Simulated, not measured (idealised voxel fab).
Herein follows the process module entitled voxel lift off.
For reference, the cross-section in this document is cut, with width 210 nm and square cells of 5 nm.
In this document a cross-section is written as a grid of square cells. It is given as a series of bands, listed from the top down, and a band is one or more rows of cells. Heights first: top, then bottom, in nm. Then materials, left to right, each with a width in nm. "everywhere" on a single material: fills the band edge to edge. "blank": empty space. Basically, 0 is our baseline, since under it the wafer straight out of the box is all one material. The bottom band has no lower end and keeps on going down, so it looks like "from 0 down". A width given as "30 to 40" starts at the first number in the band's top row and ends at the second number in its bottom row, shifting by an equal amount at every step from row to row. It should be understood that the words "stayed the same", when stated for a given step, signify that the cross-section underwent no change in any of its cells during that step. What "Closed internal cavities" gives you is every empty space of 8 cells or more that is cut off from the top. Each appears as width x height at distance, with the distance taken from the left edge and width, height and distance all in nm. Formally, on a step line, whatever follows the settings is a remark that the simulator itself makes on the step. "overlay nm", when on a step's line for a step with a mask, measures how far to the right of its planned place the mask lay; a negative measure means to the left.
Planned step list for the process
1,RECEIVE,material Si
2,CONFORMAL_DEP,material SiO2,thk nm 10
3,PATTERN,tone open,mask id LINES,material resist,width nm 20,pitch nm 35,thk nm 20,overlay nm 0
4,DIRECTIONAL_DEP,material Ru,thk nm 10
5,STRIP,etch materials resist
6,CONFORMAL_DEP,material SiN,thk nm 5
Split variable: thk nm, step 6. Plan value = first wafer. Wafers start alike.
The first of several wafers, as received after step 1, seen in section
    from 0 down = Si everywhere
    Closed internal cavities: none
Gained (+) or lost (-) cells of each material since receipt, then closed voids: one row per wafer, at the end of the module
thk nm 5; +16 Ru; +50 SiN; +84 SiO2; Closed internal cavities: none
thk nm 10; +16 Ru; +98 SiN; +84 SiO2; Closed internal cavities: none
thk nm 15; +16 Ru; +144 SiN; +84 SiO2; Closed internal cavities: none
thk nm 20; +16 Ru; +190 SiN; +84 SiO2; Closed internal cavities: none
